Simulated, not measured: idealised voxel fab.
The process module presented herein is designated voxel transistor to metal.
For reference, the cross-section in this document is cut, with width 290 nm and square cells of 5 nm.
In this document a cross-section is written as a grid of square cells. It is given as a series of bands, listed from the top down, and a band is one or more rows of cells.
A band entry consists of two parts. The first gives the height of the band's top and the height of its bottom, in nm. The rest lists the band's materials from left to right, each with its width in nm. A single material labelled with the word "all across" fills the band from edge to edge, and the word "empty" marks empty space.
We count height from 0. Below that, the starting wafer is all one material. The lowest band never ends at the bottom but goes on down; see "0 and below" for how that is written.
Top row gets the first number, bottom row gets the second, and each row in between changes by the same step: that is how a band width like "30 to 40" works.
"remained unchanged" for a step: no cell of the cross-section changed in that step.
"Closed void list" enumerates empty spaces isolated from the top, with no open way to it, that contain at least 8 cells, giving each as width x height at distance from the left edge, all three in nm.
Text after the settings on a step's line: the simulator's own remark on that step.
overlay nm: on a step with a mask, how far right of its planned place the mask lay; negative means left.
-- Listed below are the process steps as planned
- 1: RECEIVE,material Si
- 2: OXIDIZE,depth nm 5
- 3: CONFORMAL_DEP,material SiN,thk nm 10
- 4: PATTERN,tone cover,mask id ACTIVE,material resist,width nm 115,pitch nm 140,thk nm 15,overlay nm 0
- 5: DIRECTIONAL_ETCH,etch materials SiN,depth nm 10
- 6: DIRECTIONAL_ETCH,etch materials SiO2,depth nm 5
- 7: DIRECTIONAL_ETCH,etch materials Si,depth nm 20
- 8: STRIP,etch materials resist
- 9: FILL_DEP,material SiO2,thk nm 10
- 10: CMP,height nm 10
- 11: SELECTIVE_ETCH,etch materials SiO2,depth nm 5
- 12: STRIP,etch materials SiN
- 13: SELECTIVE_ETCH,etch materials SiO2,depth nm 5
- 14: OXIDIZE,depth nm 5
- 15: DIRECTIONAL_DEP,material polySi,thk nm 30
- 16: DIRECTIONAL_DEP,material SiCN,thk nm 15
- 17: DIRECTIONAL_DEP,material aC,thk nm 10
- 18: PATTERN,tone cover,mask id GATE,material resist,width nm 25,pitch nm 140,thk nm 25,overlay nm 0
- 19: DIRECTIONAL_ETCH,etch materials aC,depth nm 10
- 20: STRIP,etch materials resist
- 21: DIRECTIONAL_ETCH,etch materials SiCN,depth nm 25
- 22: DIRECTIONAL_ETCH,etch materials polySi,depth nm 40
- 23: STRIP,etch materials aC
- 24: CONFORMAL_DEP,material SiO2,thk nm 5
- 25: DIRECTIONAL_ETCH,etch materials SiO2,depth nm 5
- 26: CONFORMAL_DEP,material SiN,thk nm 10
- 27: DIRECTIONAL_ETCH,etch materials SiN,depth nm 10
- 28: DIRECTIONAL_ETCH,etch materials SiO2,depth nm 5
- 29: DIRECTIONAL_ETCH,etch materials Si,depth nm 15
- 30: EPI,material SiGe,thk nm 15
- 31: FILL_DEP,material SiO2,thk nm 5
- 32: CMP,height nm 40
- 33: DIRECTIONAL_DEP,material SiO2,thk nm 15
- 34: MASKED_ETCH,tone open,mask id CONTACT,width nm 20,etch materials SiO2,depth nm 50,overlay nm 0
- 35: CONFORMAL_DEP,material TiN,thk nm 5
- 36: FILL_DEP,material W,thk nm 5
- 37: CMP,height nm 55
- 38: CONFORMAL_DEP,material SiN,thk nm 5
- 39: DIRECTIONAL_DEP,material lowk,thk nm 15
- 40: MASKED_ETCH,tone open,mask id METAL_1,width nm 20,etch materials lowk,depth nm 15,overlay nm 0
- 41: MASKED_ETCH,tone open,mask id METAL_1,width nm 20,etch materials SiN,depth nm 5,overlay nm 0
- 42: CONFORMAL_DEP,material TiN,thk nm 5
- 43: FILL_DEP,material Cu,thk nm 10
- 44: CMP,height nm 75
- 45: EPI,material Ru,thk nm 5
- 46: FILL_DEP,material SiCN,thk nm 5
It is noted that the wafers described herein are identical at the outset and are distinguished by the width nm of step 34; the value stated in the plan corresponds to the first wafer.
-- The first of several wafers as received, shown in cross-section; this is its state after step 1
* 0 and below = Si all across
* Closed void list: none
-- Table: wafers, a row each; end-of-module cell change per material since receipt, gain (+), loss (-); then closed voids
width nm 20, +24 Cu, +24 Ru, -200 Si, +122 SiCN, +100 SiGe, +122 SiN, +436 SiO2, +128 TiN, +44 W, +126 lowk, +60 polySi, Closed void list: none
width nm 25, +24 Cu, +24 Ru, -200 Si, +122 SiCN, +100 SiGe, +122 SiN, +410 SiO2, +132 TiN, +66 W, +126 lowk, +60 polySi, Closed void list: none
width nm 30, +24 Cu, +24 Ru, -200 Si, +122 SiCN, +100 SiGe, +122 SiN, +384 SiO2, +136 TiN, +88 W, +126 lowk, +60 polySi, Closed void list: none
width nm 35, +24 Cu, +24 Ru, -200 Si, +122 SiCN, +100 SiGe, +122 SiN, +344 SiO2, +154 TiN, +110 W, +126 lowk, +60 polySi, Closed void list: none
width nm 40, +24 Cu, +24 Ru, -200 Si, +122 SiCN, +100 SiGe, +122 SiN, +304 SiO2, +172 TiN, +132 W, +126 lowk, +60 polySi, Closed void list: none
width nm 45, +24 Cu, +24 Ru, -200 Si, +122 SiCN, +100 SiGe, +122 SiN, +278 SiO2, +176 TiN, +154 W, +126 lowk, +60 polySi, Closed void list: none
